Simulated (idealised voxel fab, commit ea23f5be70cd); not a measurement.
The document below concerns the process module designated voxel wiring stack.
This is section cut - it's 270 nm across, gridded in 5 nm square cells.
Reading order for cross-sections: top band down to bottom band. Underlying form: a grid of square cells. Band size: one or more rows of cells. What a band's entry tells you: where the top is and where the bottom is, as heights in nm, and after that what lies inside, material by material from left to right, each with its width in nm. Empty space is written as the word "blank", and a single material marked with the word "full width" occupies the band from edge to edge. Where do heights start? At 0: under that level the wafer as delivered is made of one material only. And the lowest band has no floor; it just carries on downward, as in "z 0 and below". The two numbers in a width such as "30 to 40" mark its ends across the band: the first belongs to the top row of cells, the second to the bottom row, and from each row to the next the width moves by the same amount. "changes: none" for a step: no cell of the cross-section changed in that step. Sealed cavities: empty space of 8 cells or more with no open way to the top, each as width x height at its distance from the left edge, in nm. after a step's settings: what the simulator itself notes on the step. The optional step-line setting "overlay nm" applies to steps with a mask and quantifies how far to the right of its planned location the mask lay, a negative value indicating leftward placement. Note: before/after cross-section pairs follow, one process step per pair, after-side truncated at the lowest changed band, step and settings given beneath. Different runs of this module on the same starting wafer may supply the pairs; a pair continues the one above only where the "Status before step" entry says so.

Status before step
    z 165 to 130 | 95 resist  15 blank  160 resist
    z 130 to 115 | 95 aC  15 blank  10 resist  30 aC  25 resist  95 aC
    z 115 to 100 | 95 lowk  25 aC  30 lowk  25 aC  95 lowk
    z 100 to 85 | lowk full width
    z 85 to 80 | SiCN full width
    z 80 to 60 | 95 SiO2  25 Ru  30 SiO2  25 Ru  95 SiO2
    z 60 to 55 | 95 SiO2  25 TiN  30 SiO2  25 TiN  95 SiO2
    z 55 to 40 | 95 lowk  5 TiN  5 Cu  5 TiN  40 lowk  5 TiN  5 Cu  5 TiN  105 lowk
    z 40 to 35 | 95 SiCN  15 TiN  40 SiCN  15 TiN  105 SiCN
    z 35 to 30 | SiO2 full width
    z 30 to 25 | 90 SiO2  35 SiCN  20 SiO2  35 SiCN  90 SiO2
    z 25 to 5 | 90 SiO2  5 SiCN  25 W  5 SiCN  20 SiO2  5 SiCN  25 W  5 SiCN  90 SiO2
    z 5 to 0 | 95 SiCN  25 TiN  30 SiCN  25 TiN  95 SiCN
    z 0 and below | Si full width
    Sealed cavities: none

Result of Step
    z 150 to 130 | 95 resist  15 blank  160 resist
    z 130 to 115 | 95 aC  15 blank  10 resist  30 aC  25 resist  95 aC
    z 115 to 100 | 95 lowk  15 blank  10 aC  30 lowk  25 aC  95 lowk
    Below a height of 100, the structure has not been altered.
    Sealed cavities: none
Which process step falls between the two cross-sections above? DIRECTIONAL_ETCH | etch materials aC | depth nm 15

Status before step: The initial state for this step is given by the after cross-section of the immediately preceding pair.

Result of Step
    z 130 to 115 | 95 aC  25 blank  30 aC  25 blank  95 aC
    Below a height of 115, the structure has not been altered.
    Sealed cavities: none
Which process step falls between the two cross-sections above? STRIP | etch materials resist

Status before step: The initial state for this step is given by the after cross-section of the immediately preceding pair.

Result of Step
    z 130 to 115 | 95 aC  25 blank  30 aC  25 blank  95 aC
    z 115 to 100 | 95 lowk  15 blank  10 aC  30 lowk  25 aC  95 lowk
    z 100 to 85 | 95 lowk  15 blank  160 lowk
    Below a height of 85, the structure has not been altered.
    Sealed cavities: none
Which process step falls between the two cross-sections above? DIRECTIONAL_ETCH | etch materials lowk | depth nm 15

Status before step: The initial state for this step is given by the after cross-section of the immediately preceding pair.

Result of Step
    z 130 to 115 | 95 aC  25 blank  30 aC  25 blank  95 aC
    z 115 to 100 | 95 lowk  15 blank  10 aC  30 lowk  25 aC  95 lowk
    z 100 to 85 | 95 lowk  15 blank  160 lowk
    z 85 to 80 | 95 SiCN  15 blank  160 SiCN
    Below a height of 80, the structure has not been altered.
    Sealed cavities: none
Which process step falls between the two cross-sections above? DIRECTIONAL_ETCH | etch materials SiCN | depth nm 5

Status before step: The initial state for this step is given by the after cross-section of the immediately preceding pair.

Result of Step
    z 115 to 100 | 95 lowk  25 blank  30 lowk  25 blank  95 lowk
    Below a height of 100, the structure has not been altered.
    Sealed cavities: none
Which process step falls between the two cross-sections above? STRIP | etch materials aC

Status before step: The initial state for this step is given by the after cross-section of the immediately preceding pair.

Result of Step
    z 120 to 115 | 100 TiN  15 blank  40 TiN  15 blank  100 TiN
    z 115 to 105 | 95 lowk  5 TiN  15 blank  5 TiN  30 lowk  5 TiN  15 blank  5 TiN  95 lowk
    z 105 to 100 | 95 lowk  5 TiN  5 blank  15 TiN  30 lowk  25 TiN  95 lowk
    z 100 to 85 | 95 lowk  5 TiN  5 blank  5 TiN  160 lowk
    z 85 to 80 | 95 SiCN  15 TiN  160 SiCN
    Below a height of 80, the structure has not been altered.
    Sealed cavities: none
Which process step falls between the two cross-sections above? CONFORMAL_DEP | material TiN | thk nm 5

Status before step: The initial state for this step is given by the after cross-section of the immediately preceding pair.

Result of Step
    z 130 to 120 | Cu full width
    z 120 to 115 | 100 TiN  15 Cu  40 TiN  15 Cu  100 TiN
    z 115 to 105 | 95 lowk  5 TiN  15 Cu  5 TiN  30 lowk  5 TiN  15 Cu  5 TiN  95 lowk
    z 105 to 100 | 95 lowk  5 TiN  5 Cu  15 TiN  30 lowk  25 TiN  95 lowk
    z 100 to 85 | 95 lowk  5 TiN  5 Cu  5 TiN  160 lowk
    Below a height of 85, the structure has not been altered.
    Sealed cavities: none
Which process step falls between the two cross-sections above? FILL_DEP | material Cu | thk nm 10

Status before step: The initial state for this step is given by the after cross-section of the immediately preceding pair.

Result of Step
    z 115 to 105 | 95 lowk  5 TiN  15 Cu  5 TiN  30 lowk  5 TiN  15 Cu  5 TiN  95 lowk
    Below a height of 105, the structure has not been altered.
    Sealed cavities: none
Which process step falls between the two cross-sections above? CMP | height nm 115

Status before step: The initial state for this step is given by the after cross-section of the immediately preceding pair.

Result of Step
    z 120 to 115 | SiN full width
    Below a height of 115, the structure has not been altered.
    Sealed cavities: none
Which process step falls between the two cross-sections above? CONFORMAL_DEP | material SiN | thk nm 5

Status before step
    z 135 to 115 | 95 resist  25 blank  30 resist  25 blank  95 resist
    z 115 to 100 | 95 lowk  25 blank  30 lowk  25 blank  95 lowk
    z 100 to 85 | lowk full width
    z 85 to 80 | SiCN full width
    z 80 to 60 | 95 SiO2  25 Ru  30 SiO2  25 Ru  95 SiO2
    z 60 to 55 | 95 SiO2  25 TiN  30 SiO2  25 TiN  95 SiO2
    z 55 to 40 | 95 lowk  5 TiN  5 Cu  5 TiN  40 lowk  5 TiN  5 Cu  5 TiN  105 lowk
    z 40 to 35 | 95 SiCN  15 TiN  40 SiCN  15 TiN  105 SiCN
    z 35 to 15 | 90 SiO2  5 SiCN  25 W  5 SiCN  20 SiO2  5 SiCN  25 W  5 SiCN  90 SiO2
    z 15 to 10 | 95 SiCN  25 TiN  30 SiCN  25 TiN  95 SiCN
    z 10 to 0 | SiO2 full width
    z 0 and below | Si full width
    Sealed cavities: none

Result of Step
    z 135 to 115 | 95 resist  25 blank  30 resist  25 blank  95 resist
    z 115 to 85 | 95 lowk  25 blank  30 lowk  25 blank  95 lowk
    Below a height of 85, the structure has not been altered.
    Sealed cavities: none
Which process step falls between the two cross-sections above? DIRECTIONAL_ETCH | etch materials lowk | depth nm 15

Status before step: The initial state for this step is given by the after cross-section of the immediately preceding pair.

Result of Step
    z 115 to 85 | 95 lowk  25 blank  30 lowk  25 blank  95 lowk
    Below a height of 85, the structure has not been altered.
    Sealed cavities: none
Which process step falls between the two cross-sections above? STRIP | etch materials resist

Status before step: The initial state for this step is given by the after cross-section of the immediately preceding pair.

Result of Step
    z 130 to 115 | 95 aC  25 blank  30 aC  25 blank  95 aC
    z 115 to 100 | 95 lowk  25 blank  30 lowk  25 blank  95 lowk
    z 100 to 85 | 95 lowk  25 aC  30 lowk  25 aC  95 lowk
    Below a height of 85, the structure has not been altered.
    Sealed cavities: none
Which process step falls between the two cross-sections above? DIRECTIONAL_DEP | material aC | thk nm 15

Status before step: The initial state for this step is given by the after cross-section of the immediately preceding pair.

Result of Step
    z 165 to 130 | 95 resist  15 blank  160 resist
    z 130 to 115 | 95 aC  15 blank  10 resist  30 aC  25 resist  95 aC
    z 115 to 100 | 95 lowk  15 blank  10 resist  30 lowk  25 resist  95 lowk
    Below a height of 100, the structure has not been altered.
    Sealed cavities: none
Which process step falls between the two cross-sections above? PATTERN | tone open | mask id METAL_3_HOLES | material resist | width nm 15 | thk nm 35 | overlay nm 0

Status before step: The initial state for this step is given by the after cross-section of the immediately preceding pair.

Result of Step
    z 150 to 130 | 95 resist  15 blank  160 resist
    z 130 to 115 | 95 aC  15 blank  10 resist  30 aC  25 resist  95 aC
    z 115 to 100 | 95 lowk  15 blank  10 resist  30 lowk  25 resist  95 lowk
    z 100 to 85 | 95 lowk  15 blank  10 aC  30 lowk  25 aC  95 lowk
    Below a height of 85, the structure has not been altered.
    Sealed cavities: none
Which process step falls between the two cross-sections above? DIRECTIONAL_ETCH | etch materials aC | depth nm 15

Status before step: The initial state for this step is given by the after cross-section of the immediately preceding pair.

Result of Step
    z 130 to 115 | 95 aC  25 blank  30 aC  25 blank  95 aC
    z 115 to 100 | 95 lowk  25 blank  30 lowk  25 blank  95 lowk
    Below a height of 100, the structure has not been altered.
    Sealed cavities: none
Which process step falls between the two cross-sections above? STRIP | etch materials resist

Status before step: The initial state for this step is given by the after cross-section of the immediately preceding pair.

Result of Step
    z 130 to 115 | 95 aC  25 blank  30 aC  25 blank  95 aC
    z 115 to 100 | 95 lowk  25 blank  30 lowk  25 blank  95 lowk
    z 100 to 85 | 95 lowk  15 blank  10 aC  30 lowk  25 aC  95 lowk
    z 85 to 80 | 95 SiCN  15 blank  160 SiCN
    Below a height of 80, the structure has not been altered.
    Sealed cavities: none
Which process step falls between the two cross-sections above? DIRECTIONAL_ETCH | etch materials SiCN | depth nm 5

Status before step: The initial state for this step is given by the after cross-section of the immediately preceding pair.

Result of Step
    z 115 to 85 | 95 lowk  25 blank  30 lowk  25 blank  95 lowk
    Below a height of 85, the structure has not been altered.
    Sealed cavities: none
Which process step falls between the two cross-sections above? STRIP | etch materials aC

Status before step: The initial state for this step is given by the after cross-section of the immediately preceding pair.

Result of Step
    z 120 to 115 | 100 TiN  15 blank  40 TiN  15 blank  100 TiN
    z 115 to 90 | 95 lowk  5 TiN  15 blank  5 TiN  30 lowk  5 TiN  15 blank  5 TiN  95 lowk
    z 90 to 85 | 95 lowk  5 TiN  5 blank  15 TiN  30 lowk  25 TiN  95 lowk
    z 85 to 80 | 95 SiCN  15 TiN  160 SiCN
    Below a height of 80, the structure has not been altered.
    Sealed cavities: none
Which process step falls between the two cross-sections above? CONFORMAL_DEP | material TiN | thk nm 5

Status before step: The initial state for this step is given by the after cross-section of the immediately preceding pair.

Result of Step
    z 130 to 120 | Cu full width
    z 120 to 115 | 100 TiN  15 Cu  40 TiN  15 Cu  100 TiN
    z 115 to 90 | 95 lowk  5 TiN  15 Cu  5 TiN  30 lowk  5 TiN  15 Cu  5 TiN  95 lowk
    z 90 to 85 | 95 lowk  5 TiN  5 Cu  15 TiN  30 lowk  25 TiN  95 lowk
    Below a height of 85, the structure has not been altered.
    Sealed cavities: none
Which process step falls between the two cross-sections above? FILL_DEP | material Cu | thk nm 10

Status before step: The initial state for this step is given by the after cross-section of the immediately preceding pair.

Result of Step
    z 115 to 90 | 95 lowk  5 TiN  15 Cu  5 TiN  30 lowk  5 TiN  15 Cu  5 TiN  95 lowk
    Below a height of 90, the structure has not been altered.
    Sealed cavities: none
Which process step falls between the two cross-sections above? CMP | height nm 115

Status before step: The initial state for this step is given by the after cross-section of the immediately preceding pair.

Result of Step
    z 120 to 115 | SiN full width
    Below a height of 115, the structure has not been altered.
    Sealed cavities: none
Which process step falls between the two cross-sections above? CONFORMAL_DEP | material SiN | thk nm 5

Status before step
    z 10 to 0 | SiO2 full width
    z 0 and below | Si full width
    Sealed cavities: none

Result of Step
    z 30 to 10 | W full width
    Below a height of 10, the structure has not been altered.
    Sealed cavities: none
Which process step falls between the two cross-sections above? DIRECTIONAL_DEP | material W | thk nm 20

Status before step: The initial state for this step is given by the after cross-section of the immediately preceding pair.

Result of Step
    z 35 to 30 | TiN full width
    Below a height of 30, the structure has not been altered.
    Sealed cavities: none
Which process step falls between the two cross-sections above? DIRECTIONAL_DEP | material TiN | thk nm 5

Status before step: The initial state for this step is given by the after cross-section of the immediately preceding pair.

Result of Step
    z 35 to 30 | 95 blank  25 TiN  30 blank  25 TiN  95 blank
    Below a height of 30, the structure has not been altered.
    Sealed cavities: none
Which process step falls between the two cross-sections above? MASKED_ETCH | tone cover | mask id METAL_1 | width nm 25 | pitch nm 55 | etch materials TiN | depth nm 5 | overlay nm 0

Status before step: The initial state for this step is given by the after cross-section of the immediately preceding pair.

Result of Step
    z 40 to 35 | 90 blank  35 SiCN  20 blank  35 SiCN  90 blank
    z 35 to 30 | 95 SiCN  25 TiN  30 SiCN  25 TiN  95 SiCN
    Below a height of 30, the structure has not been altered.
    Sealed cavities: none
Which process step falls between the two cross-sections above? CONFORMAL_DEP | material SiCN | thk nm 5

Status before step: The initial state for this step is given by the after cross-section of the immediately preceding pair.

Result of Step
    z 45 to 40 | SiO2 full width
    z 40 to 35 | 90 SiO2  35 SiCN  20 SiO2  35 SiCN  90 SiO2
    Below a height of 35, the structure has not been altered.
    Sealed cavities: none
Which process step falls between the two cross-sections above? FILL_DEP | material SiO2 | thk nm 5

Status before step: The initial state for this step is given by the after cross-section of the immediately preceding pair.

Result of Step
    z 35 to 30 | 95 SiCN  25 TiN  30 SiCN  25 TiN  95 SiCN
    Below a height of 30, the structure has not been altered.
    Sealed cavities: none
Which process step falls between the two cross-sections above? CMP | height nm 35

Status before step: The initial state for this step is given by the after cross-section of the immediately preceding pair.

Result of Step
    z 40 to 35 | SiCN full width
    Below a height of 35, the structure has not been altered.
    Sealed cavities: none
Which process step falls between the two cross-sections above? CONFORMAL_DEP | material SiCN | thk nm 5

Status before step: The initial state for this step is given by the after cross-section of the immediately preceding pair.

Result of Step
    z 55 to 40 | lowk full width
    Below a height of 40, the structure has not been altered.
    Sealed cavities: none
Which process step falls between the two cross-sections above? DIRECTIONAL_DEP | material lowk | thk nm 15

Status before step: The initial state for this step is given by the after cross-section of the immediately preceding pair.

Result of Step
    z 70 to 55 | aC full width
    Below a height of 55, the structure has not been altered.
    Sealed cavities: none
Which process step falls between the two cross-sections above? DIRECTIONAL_DEP | material aC | thk nm 15

Status before step: The initial state for this step is given by the after cross-section of the immediately preceding pair.

Result of Step
    z 100 to 70 | 95 resist  15 blank  40 resist  15 blank  105 resist
    Below a height of 70, the structure has not been altered.
    Sealed cavities: none
Which process step falls between the two cross-sections above? PATTERN | tone open | mask id PLUG_1 | material resist | width nm 15 | pitch nm 55 | thk nm 30 | overlay nm 0

Status before step: The initial state for this step is given by the after cross-section of the immediately preceding pair.

Result of Step
    z 85 to 70 | 95 resist  15 blank  40 resist  15 blank  105 resist
    z 70 to 55 | 95 aC  15 blank  40 aC  15 blank  105 aC
    Below a height of 55, the structure has not been altered.
    Sealed cavities: none
Which process step falls between the two cross-sections above? DIRECTIONAL_ETCH | etch materials aC | depth nm 15

Status before step: The initial state for this step is given by the after cross-section of the immediately preceding pair.

Result of Step
    z 70 to 55 | 95 aC  15 blank  40 aC  15 blank  105 aC
    Below a height of 55, the structure has not been altered.
    Sealed cavities: none
Which process step falls between the two cross-sections above? STRIP | etch materials resist

Status before step: The initial state for this step is given by the after cross-section of the immediately preceding pair.

Result of Step
    z 70 to 55 | 95 aC  15 blank  40 aC  15 blank  105 aC
    z 55 to 40 | 95 lowk  15 blank  40 lowk  15 blank  105 lowk
    Below a height of 40, the structure has not been altered.
    Sealed cavities: none
Which process step falls between the two cross-sections above? DIRECTIONAL_ETCH | etch materials lowk | depth nm 15

Status before step: The initial state for this step is given by the after cross-section of the immediately preceding pair.

Result of Step
    z 70 to 55 | 95 aC  15 blank  40 aC  15 blank  105 aC
    z 55 to 40 | 95 lowk  15 blank  40 lowk  15 blank  105 lowk
    z 40 to 35 | 95 SiCN  15 blank  40 SiCN  15 blank  105 SiCN
    Below a height of 35, the structure has not been altered.
    Sealed cavities: none
Which process step falls between the two cross-sections above? DIRECTIONAL_ETCH | etch materials SiCN | depth nm 5

Status before step: The initial state for this step is given by the after cross-section of the immediately preceding pair.

Result of Step
    z 55 to 40 | 95 lowk  15 blank  40 lowk  15 blank  105 lowk
    Below a height of 40, the structure has not been altered.
    Sealed cavities: none
Which process step falls between the two cross-sections above? STRIP | etch materials aC

Status before step: The initial state for this step is given by the after cross-section of the immediately preceding pair.

Result of Step
    z 60 to 55 | 100 TiN  5 blank  50 TiN  5 blank  110 TiN
    z 55 to 40 | 95 lowk  5 TiN  5 blank  5 TiN  40 lowk  5 TiN  5 blank  5 TiN  105 lowk
    z 40 to 30 | 95 SiCN  15 to 25 TiN  40 to 30 SiCN  15 to 25 TiN  105 to 95 SiCN
    Below a height of 30, the structure has not been altered.
    Sealed cavities: none
Which process step falls between the two cross-sections above? CONFORMAL_DEP | material TiN | thk nm 5

Status before step: The initial state for this step is given by the after cross-section of the immediately preceding pair.

Result of Step
    z 70 to 60 | Cu full width
    z 60 to 55 | 100 TiN  5 Cu  50 TiN  5 Cu  110 TiN
    z 55 to 40 | 95 lowk  5 TiN  5 Cu  5 TiN  40 lowk  5 TiN  5 Cu  5 TiN  105 lowk
    Below a height of 40, the structure has not been altered.
    Sealed cavities: none
Which process step falls between the two cross-sections above? FILL_DEP | material Cu | thk nm 10

Status before step: The initial state for this step is given by the after cross-section of the immediately preceding pair.

Result of Step
    z 55 to 40 | 95 lowk  5 TiN  5 Cu  5 TiN  40 lowk  5 TiN  5 Cu  5 TiN  105 lowk
    Below a height of 40, the structure has not been altered.
    Sealed cavities: none
Which process step falls between the two cross-sections above? CMP | height nm 55

Status before step: The initial state for this step is given by the after cross-section of the immediately preceding pair.

Result of Step
    z 60 to 55 | TiN full width
    Below a height of 55, the structure has not been altered.
    Sealed cavities: none
Which process step falls between the two cross-sections above? DIRECTIONAL_DEP | material TiN | thk nm 5

Status before step: The initial state for this step is given by the after cross-section of the immediately preceding pair.

Result of Step
    z 80 to 60 | Ru full width
    Below a height of 60, the structure has not been altered.
    Sealed cavities: none
Which process step falls between the two cross-sections above? DIRECTIONAL_DEP | material Ru | thk nm 20

Status before step: The initial state for this step is given by the after cross-section of the immediately preceding pair.

Result of Step
    z 95 to 80 | aC full width
    Below a height of 80, the structure has not been altered.
    Sealed cavities: none
Which process step falls between the two cross-sections above? DIRECTIONAL_DEP | material aC | thk nm 15

Status before step: The initial state for this step is given by the after cross-section of the immediately preceding pair.

Result of Step
    z 130 to 95 | 95 blank  25 resist  30 blank  25 resist  95 blank
    Below a height of 95, the structure has not been altered.
    Sealed cavities: none
Which process step falls between the two cross-sections above? PATTERN | tone cover | mask id METAL_2 | material resist | width nm 25 | pitch nm 55 | thk nm 35 | overlay nm 0

Status before step: The initial state for this step is given by the after cross-section of the immediately preceding pair.

Result of Step
    z 115 to 95 | 95 blank  25 resist  30 blank  25 resist  95 blank
    z 95 to 80 | 95 blank  25 aC  30 blank  25 aC  95 blank
    Below a height of 80, the structure has not been altered.
    Sealed cavities: none
Which process step falls between the two cross-sections above? DIRECTIONAL_ETCH | etch materials aC | depth nm 15

Status before step: The initial state for this step is given by the after cross-section of the immediately preceding pair.

Result of Step
    z 95 to 80 | 95 blank  25 aC  30 blank  25 aC  95 blank
    Below a height of 80, the structure has not been altered.
    Sealed cavities: none
Which process step falls between the two cross-sections above? STRIP | etch materials resist

Status before step: The initial state for this step is given by the after cross-section of the immediately preceding pair.

Result of Step
    z 95 to 80 | 95 blank  25 aC  30 blank  25 aC  95 blank
    z 80 to 60 | 95 blank  25 Ru  30 blank  25 Ru  95 blank
    Below a height of 60, the structure has not been altered.
    Sealed cavities: none
Which process step falls between the two cross-sections above? DIRECTIONAL_ETCH | etch materials Ru | depth nm 20

Status before step: The initial state for this step is given by the after cross-section of the immediately preceding pair.

Result of Step
    z 95 to 80 | 95 blank  25 aC  30 blank  25 aC  95 blank
    z 80 to 60 | 95 blank  25 Ru  30 blank  25 Ru  95 blank
    z 60 to 55 | 95 blank  25 TiN  30 blank  25 TiN  95 blank
    Below a height of 55, the structure has not been altered.
    Sealed cavities: none
Which process step falls between the two cross-sections above? DIRECTIONAL_ETCH | etch materials TiN | depth nm 5

Status before step: The initial state for this step is given by the after cross-section of the immediately preceding pair.

Result of Step
    z 80 to 60 | 95 blank  25 Ru  30 blank  25 Ru  95 blank
    Below a height of 60, the structure has not been altered.
    Sealed cavities: none
Which process step falls between the two cross-sections above? STRIP | etch materials aC

Status before step: The initial state for this step is given by the after cross-section of the immediately preceding pair.

Result of Step
    z 85 to 80 | SiO2 full width
    z 80 to 60 | 95 SiO2  25 Ru  30 SiO2  25 Ru  95 SiO2
    z 60 to 55 | 95 SiO2  25 TiN  30 SiO2  25 TiN  95 SiO2
    Below a height of 55, the structure has not been altered.
    Sealed cavities: none
Which process step falls between the two cross-sections above? FILL_DEP | material SiO2 | thk nm 5

Status before step: The initial state for this step is given by the after cross-section of the immediately preceding pair.

Result of Step
    z 80 to 60 | 95 SiO2  25 Ru  30 SiO2  25 Ru  95 SiO2
    Below a height of 60, the structure has not been altered.
    Sealed cavities: none
Which process step falls between the two cross-sections above? CMP | height nm 80

Status before step: The initial state for this step is given by the after cross-section of the immediately preceding pair.

Result of Step
    z 85 to 80 | SiCN full width
    Below a height of 80, the structure has not been altered.
    Sealed cavities: none
Which process step falls between the two cross-sections above? CONFORMAL_DEP | material SiCN | thk nm 5

Status before step: The initial state for this step is given by the after cross-section of the immediately preceding pair.

Result of Step
    z 115 to 85 | lowk full width
    Below a height of 85, the structure has not been altered.
    Sealed cavities: none
Which process step falls between the two cross-sections above? DIRECTIONAL_DEP | material lowk | thk nm 30

Status before step: The initial state for this step is given by the after cross-section of the immediately preceding pair.

Result of Step
    z 135 to 115 | 95 resist  25 blank  30 resist  25 blank  95 resist
    Below a height of 115, the structure has not been altered.
    Sealed cavities: none
Which process step falls between the two cross-sections above? PATTERN | tone open | mask id METAL_3 | material resist | width nm 25 | pitch nm 55 | thk nm 20 | overlay nm 0

Status before step: The initial state for this step is given by the after cross-section of the immediately preceding pair.

Result of Step
    z 135 to 115 | 95 resist  25 blank  30 resist  25 blank  95 resist
    z 115 to 100 | 95 lowk  25 blank  30 lowk  25 blank  95 lowk
    Below a height of 100, the structure has not been altered.
    Sealed cavities: none
Which process step falls between the two cross-sections above? DIRECTIONAL_ETCH | etch materials lowk | depth nm 15

Status before step: The initial state for this step is given by the after cross-section of the immediately preceding pair.

Result of Step
    z 115 to 100 | 95 lowk  25 blank  30 lowk  25 blank  95 lowk
    Below a height of 100, the structure has not been altered.
    Sealed cavities: none
Which process step falls between the two cross-sections above? STRIP | etch materials resist

Status before step: The initial state for this step is given by the after cross-section of the immediately preceding pair.

Result of Step
    z 130 to 115 | 95 aC  25 blank  30 aC  25 blank  95 aC
    z 115 to 100 | 95 lowk  25 aC  30 lowk  25 aC  95 lowk
    Below a height of 100, the structure has not been altered.
    Sealed cavities: none
Which process step falls between the two cross-sections above? DIRECTIONAL_DEP | material aC | thk nm 15

Status before step: The initial state for this step is given by the after cross-section of the immediately preceding pair.

Result of Step
    z 165 to 130 | 95 resist  15 blank  160 resist
    z 130 to 115 | 95 aC  15 blank  10 resist  30 aC  25 resist  95 aC
    Below a height of 115, the structure has not been altered.
    Sealed cavities: none
Which process step falls between the two cross-sections above? PATTERN | tone open | mask id METAL_3_HOLES | material resist | width nm 15 | thk nm 35 | overlay nm 0

Status before step: The initial state for this step is given by the after cross-section of the immediately preceding pair.

Result of Step
    z 150 to 130 | 95 resist  15 blank  160 resist
    z 130 to 115 | 95 aC  15 blank  10 resist  30 aC  25 resist  95 aC
    z 115 to 100 | 95 lowk  15 blank  10 aC  30 lowk  25 aC  95 lowk
    Below a height of 100, the structure has not been altered.
    Sealed cavities: none
Which process step falls between the two cross-sections above? DIRECTIONAL_ETCH | etch materials aC | depth nm 15

Status before step: The initial state for this step is given by the after cross-section of the immediately preceding pair.

Result of Step
    z 130 to 115 | 95 aC  25 blank  30 aC  25 blank  95 aC
    Below a height of 115, the structure has not been altered.
    Sealed cavities: none
Which process step falls between the two cross-sections above? STRIP | etch materials resist

Status before step: The initial state for this step is given by the after cross-section of the immediately preceding pair.

Result of Step
    z 130 to 115 | 95 aC  25 blank  30 aC  25 blank  95 aC
    z 115 to 100 | 95 lowk  15 blank  10 aC  30 lowk  25 aC  95 lowk
    z 100 to 85 | 95 lowk  15 blank  160 lowk
    Below a height of 85, the structure has not been altered.
    Sealed cavities: none
Which process step falls between the two cross-sections above? DIRECTIONAL_ETCH | etch materials lowk | depth nm 15

Status before step: The initial state for this step is given by the after cross-section of the immediately preceding pair.

Result of Step
    z 130 to 115 | 95 aC  25 blank  30 aC  25 blank  95 aC
    z 115 to 100 | 95 lowk  15 blank  10 aC  30 lowk  25 aC  95 lowk
    z 100 to 85 | 95 lowk  15 blank  160 lowk
    z 85 to 80 | 95 SiCN  15 blank  160 SiCN
    Below a height of 80, the structure has not been altered.
    Sealed cavities: none
Which process step falls between the two cross-sections above? DIRECTIONAL_ETCH | etch materials SiCN | depth nm 5

Status before step: The initial state for this step is given by the after cross-section of the immediately preceding pair.

Result of Step
    z 115 to 100 | 95 lowk  25 blank  30 lowk  25 blank  95 lowk
    Below a height of 100, the structure has not been altered.
    Sealed cavities: none
Which process step falls between the two cross-sections above? STRIP | etch materials aC

Status before step: The initial state for this step is given by the after cross-section of the immediately preceding pair.

Result of Step
    z 120 to 115 | 100 TiN  15 blank  40 TiN  15 blank  100 TiN
    z 115 to 105 | 95 lowk  5 TiN  15 blank  5 TiN  30 lowk  5 TiN  15 blank  5 TiN  95 lowk
    z 105 to 100 | 95 lowk  5 TiN  5 blank  15 TiN  30 lowk  25 TiN  95 lowk
    z 100 to 85 | 95 lowk  5 TiN  5 blank  5 TiN  160 lowk
    z 85 to 80 | 95 SiCN  15 TiN  160 SiCN
    Below a height of 80, the structure has not been altered.
    Sealed cavities: none
Which process step falls between the two cross-sections above? CONFORMAL_DEP | material TiN | thk nm 5

Status before step: The initial state for this step is given by the after cross-section of the immediately preceding pair.

Result of Step
    z 130 to 120 | Cu full width
    z 120 to 115 | 100 TiN  15 Cu  40 TiN  15 Cu  100 TiN
    z 115 to 105 | 95 lowk  5 TiN  15 Cu  5 TiN  30 lowk  5 TiN  15 Cu  5 TiN  95 lowk
    z 105 to 100 | 95 lowk  5 TiN  5 Cu  15 TiN  30 lowk  25 TiN  95 lowk
    z 100 to 85 | 95 lowk  5 TiN  5 Cu  5 TiN  160 lowk
    Below a height of 85, the structure has not been altered.
    Sealed cavities: none
Which process step falls between the two cross-sections above? FILL_DEP | material Cu | thk nm 10

Status before step: The initial state for this step is given by the after cross-section of the immediately preceding pair.

Result of Step
    z 115 to 105 | 95 lowk  5 TiN  15 Cu  5 TiN  30 lowk  5 TiN  15 Cu  5 TiN  95 lowk
    Below a height of 105, the structure has not been altered.
    Sealed cavities: none
Which process step falls between the two cross-sections above? CMP | height nm 115

Status before step: The initial state for this step is given by the after cross-section of the immediately preceding pair.

Result of Step
    z 120 to 115 | SiN full width
    Below a height of 115, the structure has not been altered.
    Sealed cavities: none
Which process step falls between the two cross-sections above? CONFORMAL_DEP | material SiN | thk nm 5

Status before step
    z 0 and below | Si full width
    Sealed cavities: none

Result of Step
    z 5 to 0 | SiO2 full width
    Below a height of 0, the structure has not been altered.
    Sealed cavities: none
Which process step falls between the two cross-sections above? CONFORMAL_DEP | material SiO2 | thk nm 5

Status before step: The initial state for this step is given by the after cross-section of the immediately preceding pair.

Result of Step
    z 10 to 5 | TiN full width
    Below a height of 5, the structure has not been altered.
    Sealed cavities: none
Which process step falls between the two cross-sections above? DIRECTIONAL_DEP | material TiN | thk nm 5

Status before step: The initial state for this step is given by the after cross-section of the immediately preceding pair.

Result of Step
    z 30 to 10 | W full width
    Below a height of 10, the structure has not been altered.
    Sealed cavities: none
Which process step falls between the two cross-sections above? DIRECTIONAL_DEP | material W | thk nm 20

Status before step: The initial state for this step is given by the after cross-section of the immediately preceding pair.

Result of Step
    z 30 to 10 | 95 blank  25 W  30 blank  25 W  95 blank
    Below a height of 10, the structure has not been altered.
    Sealed cavities: none
Which process step falls between the two cross-sections above? MASKED_ETCH | tone cover | mask id METAL_1 | width nm 25 | pitch nm 55 | etch materials W | depth nm 20 | overlay nm 0

Status before step: The initial state for this step is given by the after cross-section of the immediately preceding pair.

Result of Step
    z 30 to 10 | 95 blank  25 W  30 blank  25 W  95 blank
    z 10 to 5 | 95 blank  25 TiN  30 blank  25 TiN  95 blank
    Below a height of 5, the structure has not been altered.
    Sealed cavities: none
Which process step falls between the two cross-sections above? MASKED_ETCH | tone cover | mask id METAL_1 | width nm 25 | pitch nm 55 | etch materials TiN | depth nm 5 | overlay nm 0

Status before step: The initial state for this step is given by the after cross-section of the immediately preceding pair.

Result of Step
    z 35 to 30 | 90 blank  35 SiCN  20 blank  35 SiCN  90 blank
    z 30 to 10 | 90 blank  5 SiCN  25 W  5 SiCN  20 blank  5 SiCN  25 W  5 SiCN  90 blank
    z 10 to 5 | 95 SiCN  25 TiN  30 SiCN  25 TiN  95 SiCN
    Below a height of 5, the structure has not been altered.
    Sealed cavities: none
Which process step falls between the two cross-sections above? CONFORMAL_DEP | material SiCN | thk nm 5

Status before step: The initial state for this step is given by the after cross-section of the immediately preceding pair.

Result of Step
    z 40 to 35 | SiO2 full width
    z 35 to 30 | 90 SiO2  35 SiCN  20 SiO2  35 SiCN  90 SiO2
    z 30 to 10 | 90 SiO2  5 SiCN  25 W  5 SiCN  20 SiO2  5 SiCN  25 W  5 SiCN  90 SiO2
    Below a height of 10, the structure has not been altered.
    Sealed cavities: none
Which process step falls between the two cross-sections above? FILL_DEP | material SiO2 | thk nm 5

Status before step: The initial state for this step is given by the after cross-section of the immediately preceding pair.

Result of Step
    z 35 to 30 | 90 SiO2  35 SiCN  20 SiO2  35 SiCN  90 SiO2
    Below a height of 30, the structure has not been altered.
    Sealed cavities: none
Which process step falls between the two cross-sections above? CMP | height nm 35
